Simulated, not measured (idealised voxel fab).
Documented hereafter: the process module known as voxel ribs on slabs.
It is cross-section cut that appears here, measuring 280 nm in width, its square cells being 5 nm in size.
Cross-section format: a grid of square cells, given as bands from top to bottom; each band is one or more rows of cells.
What a band's entry tells you: where the top is and where the bottom is, as heights in nm, and after that what lies inside, material by material from left to right, each with its width in nm. Empty space is written as the word "blank", and a single material marked with the word "everywhere" occupies the band from edge to edge.
Zero point of the height axis is 0; under it, received wafer = one material. Lowest band: continues down indefinitely, "0..down".
The notation "30->40" denotes a width that varies across the rows of cells in the band, beginning at the first number in the top row, finishing at the second number in the bottom row, and changing by an identical amount from each row to the next.
For the purposes of this document, the phrase "identical to before" attached to a step denotes that no cell within the cross-section was modified by that step.
"Enclosed void catalog" means: voids of 8 cells or more that are shut off from the top with no open way through. Written width x height at distance, distance from the left edge, in nm.
Read whatever lies past the settings on a step's line as the simulator's own remark about the step.
overlay nm: mask offset rightward from planned place, masked step; negative means leftward offset.

PROCESS STEPS FORESEEN IN THE PLAN
| 1 | RECEIVE [material Si] |
| 2 | DIRECTIONAL_DEP [material SiO2] [thk nm 20] |
| 3 | DIRECTIONAL_DEP [material SiN] [thk nm 15] |
| 4 | PATTERN [tone cover] [mask id RIB] [material resist] [width nm 15] [thk nm 15] [overlay nm 0] |
| 5 | DIRECTIONAL_ETCH [etch materials SiN] [depth nm 5] |
| 6 | STRIP [etch materials resist] |
| 7 | DIRECTIONAL_DEP [material aC] [thk nm 10] |
| 8 | PATTERN [tone cover] [mask id SLAB] [material resist] [width nm 65] [thk nm 25] [overlay nm 0] |
| 9 | DIRECTIONAL_ETCH [etch materials aC] [depth nm 10] |
| 10 | STRIP [etch materials resist] |
| 11 | DIRECTIONAL_ETCH [etch materials SiN] [depth nm 10] |
| 12 | STRIP [etch materials aC] |
| 13 | FILL_DEP [material SiO2] [thk nm 15] |
| 14 | CMP [height nm 45] |
| 15 | DIRECTIONAL_DEP [material W] [thk nm 5] |
| 16 | PATTERN [tone cover] [mask id HEATER] [material resist] [width nm 25] [thk nm 20] [overlay nm 0] |
| 17 | DIRECTIONAL_ETCH [etch materials W] [depth nm 5] |
| 18 | STRIP [etch materials resist] |
| 19 | CONFORMAL_DEP [material SiO2] [thk nm 5] |

CROSS-SECTION: WAFER ON ARRIVAL = AFTER STEP 1
* 0..down | Si everywhere
* Enclosed void catalog: none

POST-MODULE CROSS-SECTION: IDENTICAL START AND PLAN TO THOSE ABOVE, ONE MISSTEP IN EXECUTION
* 55..50 | blank 120 nm | SiO2 40 nm | blank 120 nm
* 50..45 | SiO2 125 nm | W 30 nm | SiO2 125 nm
* 45..35 | SiO2 everywhere
* 35..30 | SiO2 130 nm | SiN 15 nm | SiO2 135 nm
* 30..20 | SiO2 105 nm | SiN 65 nm | SiO2 110 nm
* 20..0 | SiO2 everywhere
* 0..down | Si everywhere
* Enclosed void catalog: none
The plan and the run diverged here: step 16 off recipe, ran as PATTERN [tone cover] [mask id HEATER] [material resist] [width nm 30] [thk nm 20] [overlay nm 0]
